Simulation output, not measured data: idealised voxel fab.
The process module that follows is named voxel released beams.
Section cut is 140 nm wide and gridded with 5 nm square cells.
In this document a cross-section is written as a grid of square cells. It is given as a series of bands, listed from the top down, and a band is one or more rows of cells. Look at the band entry: it leads with the top's height and the bottom's height in nm. Then it lists the materials left to right, with a width in nm for each. The word "full width" on a single material says that material fills the band edge to edge. The word "blank" is empty space. It should be noted that heights are counted from 0, beneath which the wafer as supplied is of one material throughout, and that the lowest band possesses no lower boundary but continues downward, as written in "0 nm and below". Read "30 to 40" as a graded width: first number on top, second number at the bottom, same change between each pair of neighbouring rows. Any step labelled "changes: none" changed none of the cells in the cross-section. Look at "Enclosed internal voids" for the closed voids: empty spaces with no open path to the top, sized 8 cells or up. Each is width x height at distance, distance from the left edge, all nm. That trailing text on a step's line, after the settings, is the simulator's own remark on the step. overlay nm, on a step with a mask: how far to the right of its planned place the mask lay; to the left if negative.
[Steps planned for the process]
1. RECEIVE | material Si
2. CONFORMAL_DEP | material Al2O3 | thk nm 5
3. DIRECTIONAL_DEP | material SiO2 | thk nm 10
4. MASKED_ETCH | tone open | mask id ANCHOR | width nm 30 | etch materials SiO2 | depth nm 10 | overlay nm 0
5. CONFORMAL_DEP | material W | thk nm 10
6. MASKED_ETCH | tone cover | mask id BEAM | width nm 80 | etch materials W | depth nm 10 | overlay nm 0
7. STRIP | etch materials SiO2
[First of two wafers, processed according to plan]
[Step 1 complete: cross-section of the wafer as received]
    0 nm and below | Si full width
    Enclosed internal voids: none
[Cross-sectional representation of the wafer at the conclusion of step 2]
    5 nm to 0 nm | Al2O3 full width
    Note: structure below 0 unchanged.
[Cross-sectional representation of the wafer at the conclusion of step 3]
    15 nm to 5 nm | SiO2 full width
    Note: structure below 5 unchanged.
[Cross-sectional representation of the wafer at the conclusion of step 4]
    15 nm to 5 nm | 30 of SiO2 / 30 of blank / 80 of SiO2
    Note: structure below 5 unchanged.
[Cross-sectional representation of the wafer at the conclusion of step 5]
    25 nm to 15 nm | 40 of W / 10 of blank / 90 of W
    15 nm to 5 nm | 30 of SiO2 / 30 of W / 80 of SiO2
    Note: structure below 5 unchanged.
[Cross-sectional representation of the wafer at the conclusion of step 6]
    25 nm to 15 nm | 25 of blank / 15 of W / 10 of blank / 55 of W / 35 of blank
    Note: structure below 15 unchanged.
[Cross-sectional representation of the wafer at the conclusion of step 7]
    25 nm to 15 nm | 25 of blank / 15 of W / 10 of blank / 55 of W / 35 of blank
    15 nm to 5 nm | 30 of blank / 30 of W / 80 of blank
    Note: structure below 5 unchanged.
[The second wafer began exactly as the first did and followed the same plan, but one mistake was made while running it; through step 1 inclusive, the two wafers are identical]
[Cross-sectional representation of the second wafer at the time designated in the plan for the completion of step 2]
    5 nm to 0 nm | SiO2 full width
    Note: structure below 0 unchanged.
[Cross-sectional representation of the second wafer at the time designated in the plan for the completion of step 3]
    15 nm to 0 nm | SiO2 full width
    Note: structure below 0 unchanged.
[Cross-sectional representation of the second wafer at the time designated in the plan for the completion of step 4]
    15 nm to 5 nm | 30 of SiO2 / 30 of blank / 80 of SiO2
    Note: structure below 5 unchanged.
[Cross-sectional representation of the second wafer at the time designated in the plan for the completion of step 5]
    25 nm to 15 nm | 40 of W / 10 of blank / 90 of W
    15 nm to 5 nm | 30 of SiO2 / 30 of W / 80 of SiO2
    Note: structure below 5 unchanged.
[Cross-sectional representation of the second wafer at the time designated in the plan for the completion of step 6]
    25 nm to 15 nm | 25 of blank / 15 of W / 10 of blank / 55 of W / 35 of blank
    Note: structure below 15 unchanged.
[Cross-sectional representation of the second wafer at the time designated in the plan for the completion of step 7]
    0 nm and below | Si full width
It is concluded that the wafer was processed incorrectly with respect to the plan, in that step 2 went in with a setting other than planned; the actual run was CONFORMAL_DEP | material SiO2 | thk nm 5
at the end the second wafer has, in cells: Al2O3 -28, W -40
